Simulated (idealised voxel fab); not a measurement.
This is a process module. Its name is voxel gate over fins.
Section cut is 245 nm wide and gridded with 5 nm square cells.
Cross-section spec: square-cell grid; bands listed top down; each band is one or more rows. Read a band's entry like this: the first values are the height of its top and the height of its bottom in nm, and what follows is the sequence of materials from left to right, each with its width in nm. Note that "air" is empty space, and that a single material marked "throughout" reaches across the band from edge to edge. Measure heights from 0. That's the level where, below it, the as-received wafer is all one material. The lowest band is bottomless and extends downward; write it as in "0 down". Read "30 to 40" as a graded width: first number on top, second number at the bottom, same change between each pair of neighbouring rows. Reading "no change occurred" for a step: not a cell of the cross-section changed in it. Entry "Unvented internal voids". Content: empty spaces with no open connection to the top, size 8 cells or greater. Each: width x height at distance. Distance: from left edge. Unit: nm. Heads up: the bit after the settings on a step's line is the simulator's remark on that step. On any step carrying a mask, the "overlay nm" setting, if present on the step's line, tells how far right of its planned place the mask lay; negative values point to the left.

So here's the lineup of process steps we planned
1,RECEIVE | material Si
2,CONFORMAL_DEP | material SiN | thk nm 5
3,PATTERN | tone cover | mask id FINS | material resist | width nm 15 | pitch nm 45 | thk nm 20 | overlay nm 0
4,DIRECTIONAL_ETCH | etch materials SiN | depth nm 5
5,DIRECTIONAL_ETCH | etch materials Si | depth nm 40
6,STRIP | etch materials resist
7,FILL_DEP | material SiO2 | thk nm 10
8,CMP | height nm 5
9,SELECTIVE_ETCH | etch materials SiO2 | depth nm 20
10,STRIP | etch materials SiN
11,CONFORMAL_DEP | material HfO2 | thk nm 5
12,CONFORMAL_DEP | material TiN | thk nm 5
13,CONFORMAL_DEP | material TiAl | thk nm 5
14,CONFORMAL_DEP | material TiN | thk nm 5
15,FILL_DEP | material W | thk nm 10
16,CMP | height nm 25
17,CONFORMAL_DEP | material SiN | thk nm 10
Quick note for whoever runs this: the wafers start identical, but the width nm at step 3 isn't the same across them. The plan just shows what the first wafer had.

Received condition of the first of several wafers, sectioned: post-step 1
- 0 down | Si throughout
- Unvented internal voids: none

Cross-section after step 17, the final step of the module, for the first of several wafers
- 35 to 25 | SiN throughout
- 25 to 20 | W throughout
- 20 to 15 | W 25 nm, then TiN 190 nm, then W 30 nm
- 15 to 10 | W 25 nm, then TiN 5 nm, then TiAl 180 nm, then TiN 5 nm, then W 30 nm
- 10 to 5 | W 25 nm, then TiN 5 nm, then TiAl 5 nm, then TiN 35 nm, then TiAl 10 nm, then TiN 35 nm, then TiAl 10 nm, then TiN 35 nm, then TiAl 10 nm, then TiN 35 nm, then TiAl 5 nm, then TiN 5 nm, then W 30 nm
- 5 to 0 | TiN 30 nm, then TiAl 5 nm, then TiN 5 nm, then HfO2 25 nm, then TiN 5 nm, then TiAl 10 nm, then TiN 5 nm, then HfO2 25 nm, then TiN 5 nm, then TiAl 10 nm, then TiN 5 nm, then HfO2 25 nm, then TiN 5 nm, then TiAl 10 nm, then TiN 5 nm, then HfO2 25 nm, then TiN 5 nm, then TiAl 5 nm, then TiN 35 nm
- 0 to -5 | TiAl 35 nm, then TiN 5 nm, then HfO2 5 nm, then Si 15 nm, then HfO2 5 nm, then TiN 5 nm, then TiAl 10 nm, then TiN 5 nm, then HfO2 5 nm, then Si 15 nm, then HfO2 5 nm, then TiN 5 nm, then TiAl 10 nm, then TiN 5 nm, then HfO2 5 nm, then Si 15 nm, then HfO2 5 nm, then TiN 5 nm, then TiAl 10 nm, then TiN 5 nm, then HfO2 5 nm, then Si 15 nm, then HfO2 5 nm, then TiN 5 nm, then TiAl 40 nm
- -5 to -10 | TiN 40 nm, then HfO2 5 nm, then Si 15 nm, then HfO2 5 nm, then TiN 20 nm, then HfO2 5 nm, then Si 15 nm, then HfO2 5 nm, then TiN 20 nm, then HfO2 5 nm, then Si 15 nm, then HfO2 5 nm, then TiN 20 nm, then HfO2 5 nm, then Si 15 nm, then HfO2 5 nm, then TiN 45 nm
- -10 to -15 | HfO2 45 nm, then Si 15 nm, then HfO2 30 nm, then Si 15 nm, then HfO2 30 nm, then Si 15 nm, then HfO2 30 nm, then Si 15 nm, then HfO2 50 nm
- -15 to -40 | SiO2 45 nm, then Si 15 nm, then SiO2 30 nm, then Si 15 nm, then SiO2 30 nm, then Si 15 nm, then SiO2 30 nm, then Si 15 nm, then SiO2 50 nm
- -40 down | Si throughout
- Unvented internal voids: none

Of the several wafers, the last: cross-section at the end of the module
- 35 to 25 | SiN throughout
- 25 to 20 | W throughout
- 20 to 15 | W 20 nm, then TiN 205 nm, then W 20 nm
- 15 to 10 | W 20 nm, then TiN 5 nm, then TiAl 195 nm, then TiN 5 nm, then W 20 nm
- 10 to 5 | W 20 nm, then TiN 5 nm, then TiAl 5 nm, then TiN 185 nm, then TiAl 5 nm, then TiN 5 nm, then W 20 nm
- 5 to 0 | TiN 25 nm, then TiAl 5 nm, then TiN 5 nm, then HfO2 40 nm, then TiN 5 nm, then HfO2 40 nm, then TiN 5 nm, then HfO2 40 nm, then TiN 5 nm, then HfO2 40 nm, then TiN 5 nm, then TiAl 5 nm, then TiN 25 nm
- 0 to -5 | TiAl 30 nm, then TiN 5 nm, then HfO2 5 nm, then Si 30 nm, then HfO2 5 nm, then TiN 5 nm, then HfO2 5 nm, then Si 30 nm, then HfO2 5 nm, then TiN 5 nm, then HfO2 5 nm, then Si 30 nm, then HfO2 5 nm, then TiN 5 nm, then HfO2 5 nm, then Si 30 nm, then HfO2 5 nm, then TiN 5 nm, then TiAl 30 nm
- -5 to -10 | TiN 35 nm, then HfO2 5 nm, then Si 30 nm, then HfO2 5 nm, then TiN 5 nm, then HfO2 5 nm, then Si 30 nm, then HfO2 5 nm, then TiN 5 nm, then HfO2 5 nm, then Si 30 nm, then HfO2 5 nm, then TiN 5 nm, then HfO2 5 nm, then Si 30 nm, then HfO2 5 nm, then TiN 35 nm
- -10 to -15 | HfO2 40 nm, then Si 30 nm, then HfO2 15 nm, then Si 30 nm, then HfO2 15 nm, then Si 30 nm, then HfO2 15 nm, then Si 30 nm, then HfO2 40 nm
- -15 to -40 | SiO2 40 nm, then Si 30 nm, then SiO2 15 nm, then Si 30 nm, then SiO2 15 nm, then Si 30 nm, then SiO2 15 nm, then Si 30 nm, then SiO2 40 nm
- -40 down | Si throughout
- Unvented internal voids: none

Table: wafers, a row each; end-of-module cell change per material since receipt, gain (+), loss (-); then closed voids
width nm 15 | +73 HfO2 | -296 Si | +98 SiN | +185 SiO2 | +73 TiAl | +128 TiN | +82 W | Unvented internal voids: none
width nm 20 | +73 HfO2 | -264 Si | +98 SiN | +165 SiO2 | +64 TiAl | +128 TiN | +79 W | Unvented internal voids: none
width nm 25 | +73 HfO2 | -232 Si | +98 SiN | +145 SiO2 | +55 TiAl | +128 TiN | +76 W | Unvented internal voids: none
width nm 30 | +73 HfO2 | -200 Si | +98 SiN | +125 SiO2 | +55 TiAl | +119 TiN | +73 W | Unvented internal voids: none
